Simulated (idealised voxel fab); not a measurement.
The name of this process module is voxel air gaps.
260 nm wide, 5 nm square cells: that's cross-section cut.
A cross-section in this document is a grid of square cells, and it is written down as bands, the top band listed before the ones below it; a band is made up of one or more rows of cells. It is stipulated that each band's entry specify, in nanometres, the height of the top of the band and then that of its bottom, followed by the materials of the band in left-to-right sequence, each together with its width in nanometres. A single material marked by the word "full width" is understood to fill the band from edge to edge; the word "blank" is understood to denote empty space. Convention: height 0 is the level below which the wafer, as received, is all one material. The lowest band does not terminate at the bottom but continues downward, represented as "0..down". When a width is written as two numbers, as in "30..40", the first number is the width in the top row of cells of the band and the second is the width in its bottom row, and the width changes by the same amount from each row to the next. The designation "same as before", where it is given for a processing step, indicates that no cell of the cross-section was altered in the course of that step. Heads up: "Enclosed internal cavities" only lists the empty pockets with no open path to the top that are 8 cells or more, and it writes them as width x height at distance, distance from the left edge, in nm. The remark found on a step's line after its settings is issued by the simulator itself and pertains to that step. The line of a step may include "overlay nm". On a step with a mask, this value is how far to the right of its planned place the mask lay. A negative value means the mask lay to the left.
-- This section lists the process steps that were planned
- 1: op RECEIVE | material Si
- 2: op CONFORMAL_DEP | material SiO2 | thk nm 15
- 3: op CONFORMAL_DEP | material SiCN | thk nm 5
- 4: op DIRECTIONAL_DEP | material SiO2 | thk nm 40
- 5: op PATTERN | tone open | mask id LINES | material resist | width nm 20 | pitch nm 45 | thk nm 20 | overlay nm 0
- 6: op DIRECTIONAL_ETCH | etch materials SiO2 | depth nm 40
- 7: op STRIP | etch materials resist
- 8: op CONFORMAL_DEP | material TiN | thk nm 5
- 9: op FILL_DEP | material Ru | thk nm 5
- 10: op CMP | height nm 60
- 11: op EPI | material Ru | thk nm 10
- 12: op SELECTIVE_ETCH | etch materials SiO2 | depth nm 50
- 13: op CONFORMAL_DEP | material SiCN | thk nm 5
For clarity, it should be stated that the wafers under discussion commence in an identical condition and differ with respect to the thk nm of step 13, the plan indicating the value that the first wafer had.
-- First of several wafers, received after step 1, in cross-section
- 0..down = Si full width
- Enclosed internal cavities: none
-- Here is the cross-section of the first of several wafers at the end of the module, after its last step, step 13
- 75..70 = 35 of blank, 185 of SiCN, 40 of blank
- 70..60 = 35 of blank, 5 of SiCN, 40 of Ru, 5 of SiCN, 40 of Ru, 5 of SiCN, 40 of Ru, 5 of SiCN, 40 of Ru, 5 of SiCN, 40 of blank
- 60..55 = 35 of blank, 15 of SiCN, 5 of TiN, 10 of Ru, 5 of TiN, 25 of SiCN, 5 of TiN, 10 of Ru, 5 of TiN, 25 of SiCN, 5 of TiN, 10 of Ru, 5 of TiN, 25 of SiCN, 5 of TiN, 10 of Ru, 5 of TiN, 15 of SiCN, 40 of blank
- 55..25 = 45 of blank, 5 of SiCN, 5 of TiN, 10 of Ru, 5 of TiN, 5 of SiCN, 15 of blank, 5 of SiCN, 5 of TiN, 10 of Ru, 5 of TiN, 5 of SiCN, 15 of blank, 5 of SiCN, 5 of TiN, 10 of Ru, 5 of TiN, 5 of SiCN, 15 of blank, 5 of SiCN, 5 of TiN, 10 of Ru, 5 of TiN, 5 of SiCN, 50 of blank
- 25..20 = 50 of SiCN, 20 of TiN, 25 of SiCN, 20 of TiN, 25 of SiCN, 20 of TiN, 25 of SiCN, 20 of TiN, 55 of SiCN
- 20..15 = SiCN full width
- 15..0 = SiO2 full width
- 0..down = Si full width
- Enclosed internal cavities: 15 x 30 at 75; 15 x 30 at 120; 15 x 30 at 165
-- Cross-section of the final wafer among several, taken at the end of the module
- 90..70 = 20 of blank, 215 of SiCN, 25 of blank
- 70..60 = 20 of blank, 20 of SiCN, 40 of Ru, 5 of SiCN, 40 of Ru, 5 of SiCN, 40 of Ru, 5 of SiCN, 40 of Ru, 20 of SiCN, 25 of blank
- 60..55 = 20 of blank, 30 of SiCN, 5 of TiN, 10 of Ru, 5 of TiN, 25 of SiCN, 5 of TiN, 10 of Ru, 5 of TiN, 25 of SiCN, 5 of TiN, 10 of Ru, 5 of TiN, 25 of SiCN, 5 of TiN, 10 of Ru, 5 of TiN, 30 of SiCN, 25 of blank
- 55..40 = 20 of blank, 30 of SiCN, 5 of TiN, 10 of Ru, 5 of TiN, 5 of SiCN, 15 of blank, 5 of SiCN, 5 of TiN, 10 of Ru, 5 of TiN, 5 of SiCN, 15 of blank, 5 of SiCN, 5 of TiN, 10 of Ru, 5 of TiN, 5 of SiCN, 15 of blank, 5 of SiCN, 5 of TiN, 10 of Ru, 5 of TiN, 30 of SiCN, 25 of blank
- 40..25 = 50 of SiCN, 5 of TiN, 10 of Ru, 5 of TiN, 5 of SiCN, 15 of blank, 5 of SiCN, 5 of TiN, 10 of Ru, 5 of TiN, 5 of SiCN, 15 of blank, 5 of SiCN, 5 of TiN, 10 of Ru, 5 of TiN, 5 of SiCN, 15 of blank, 5 of SiCN, 5 of TiN, 10 of Ru, 5 of TiN, 55 of SiCN
- 25..20 = 50 of SiCN, 20 of TiN, 25 of SiCN, 20 of TiN, 25 of SiCN, 20 of TiN, 25 of SiCN, 20 of TiN, 55 of SiCN
- 20..15 = SiCN full width
- 15..0 = SiO2 full width
- 0..down = Si full width
- Enclosed internal cavities: 15 x 30 at 75; 15 x 30 at 120; 15 x 30 at 165
-- Below is a per-wafer table. In it, each row describes the wafer at the end of the module by giving, for each material, the number of cells gained (+) or lost (-) since the wafer was received, and after that the closed voids of the wafer
thk nm 5; +120 Ru; +204 SiCN; +156 SiO2; +72 TiN; Enclosed internal cavities: 15 x 30 at 75; 15 x 30 at 120; 15 x 30 at 165
thk nm 10; +120 Ru; +284 SiCN; +156 SiO2; +72 TiN; Enclosed internal cavities: 15 x 30 at 75; 15 x 30 at 120; 15 x 30 at 165
thk nm 15; +120 Ru; +364 SiCN; +156 SiO2; +72 TiN; Enclosed internal cavities: 15 x 30 at 75; 15 x 30 at 120; 15 x 30 at 165
thk nm 20; +120 Ru; +444 SiCN; +156 SiO2; +72 TiN; Enclosed internal cavities: 15 x 30 at 75; 15 x 30 at 120; 15 x 30 at 165
